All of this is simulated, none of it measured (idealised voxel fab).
process module | voxel wiring stack
cross-section cut | 280 nm wide | cells 5 nm
A cross-section is a grid of square cells, given in bands from the top down. A band is one or more rows of cells.
Each band's line starts with the height of the band's top and of its bottom, in nm. Then come its materials from left to right, each with its width in nm. One material with "throughout" fills the band from edge to edge. "air" is empty space.
Height 0 is the level under which the wafer as received is all one material. The lowest band goes on downwards, as in "0 down".
A width such as "30 to 40" changes by the same amount from each row of cells to the next, from the band's top row to its bottom row.
"no change" after a step means that no cell of the cross-section changed.
closed voids: empty space of 8 cells or more with no open way to the top, each as width x height at its distance from the left edge, in nm
after a step's settings: what the simulator itself notes on the step
overlay nm, on a step with a mask: how far to the right of its planned place the mask lay; to the left if negative
plan
1 op RECEIVE | material Si
2 op CONFORMAL_DEP | material SiO2 | thk nm 10
3 op DIRECTIONAL_DEP | material TiN | thk nm 5
4 op DIRECTIONAL_DEP | material W | thk nm 15
5 op PATTERN | tone cover | mask id METAL_1 | material resist | width nm 30 | pitch nm 55 | thk nm 15 | overlay nm 0
6 op DIRECTIONAL_ETCH | etch materials W | depth nm 15
7 op DIRECTIONAL_ETCH | etch materials TiN | depth nm 5
8 op STRIP | etch materials resist
9 op FILL_DEP | material SiO2 | thk nm 10
10 op CMP | height nm 30
11 op CONFORMAL_DEP | material SiCN | thk nm 5
12 op DIRECTIONAL_DEP | material lowk | thk nm 20
13 op PATTERN | tone open | mask id PLUG_1 | material resist | width nm 15 | pitch nm 55 | thk nm 15 | overlay nm 0
14 op DIRECTIONAL_ETCH | etch materials lowk | depth nm 20
15 op DIRECTIONAL_ETCH | etch materials SiCN | depth nm 5
16 op STRIP | etch materials resist
17 op CONFORMAL_DEP | material TiN | thk nm 5
18 op FILL_DEP | material Ru | thk nm 5
19 op CMP | height nm 55
20 op DIRECTIONAL_DEP | material TiN | thk nm 5
21 op DIRECTIONAL_DEP | material Ru | thk nm 15
22 op PATTERN | tone cover | mask id METAL_2 | material resist | width nm 30 | pitch nm 55 | thk nm 20 | overlay nm 0
23 op DIRECTIONAL_ETCH | etch materials Ru | depth nm 15
24 op DIRECTIONAL_ETCH | etch materials TiN | depth nm 5
25 op STRIP | etch materials resist
26 op CONFORMAL_DEP | material SiCN | thk nm 5
27 op FILL_DEP | material SiO2 | thk nm 5
28 op CMP | height nm 75
29 op CONFORMAL_DEP | material SiN | thk nm 5
as received, after step 1
  0 down: Si throughout
  closed voids: none
first wafer at the end, as planned
  80 to 75: SiN throughout
  75 to 60: SiO2 90 | SiCN 5 | Ru 30 | SiCN 5 | SiO2 15 | SiCN 5 | Ru 30 | SiCN 5 | SiO2 95
  60 to 55: SiCN 95 | TiN 30 | SiCN 25 | TiN 30 | SiCN 100
  55 to 35: lowk 95 | TiN 5 | Ru 5 | TiN 5 | lowk 40 | TiN 5 | Ru 5 | TiN 5 | lowk 115
  35 to 30: SiCN 95 | TiN 15 | SiCN 40 | TiN 15 | SiCN 115
  30 to 15: SiO2 95 | W 30 | SiO2 25 | W 30 | SiO2 100
  15 to 10: SiO2 95 | TiN 30 | SiO2 25 | TiN 30 | SiO2 100
  10 to 0: SiO2 throughout
  0 down: Si throughout
  closed voids: none
second wafer at the end: like start, like plan, one mistake
  80 to 75: SiN throughout
  75 to 60: SiO2 90 | SiCN 5 | Ru 30 | SiCN 5 | SiO2 15 | SiCN 5 | Ru 30 | SiCN 5 | SiO2 95
  60 to 55: SiCN 95 | TiN 30 | SiCN 25 | TiN 30 | SiCN 100
  55 to 35: lowk 95 | TiN 5 | Ru 5 | TiN 5 | lowk 40 | TiN 5 | Ru 5 | TiN 5 | lowk 115
  35 to 30: SiCN 95 | TiN 15 | SiCN 40 | TiN 15 | SiCN 115
  30 to 20: SiO2 throughout
  20 to 5: SiO2 95 | W 30 | SiO2 25 | W 30 | SiO2 100
  5 to 0: SiO2 95 | TiN 30 | SiO2 25 | TiN 30 | SiO2 100
  0 down: Si throughout
  closed voids: none
what went wrong: step 2 was left out
at the end the second wafer has, in cells: as many of each material as the first, in other places
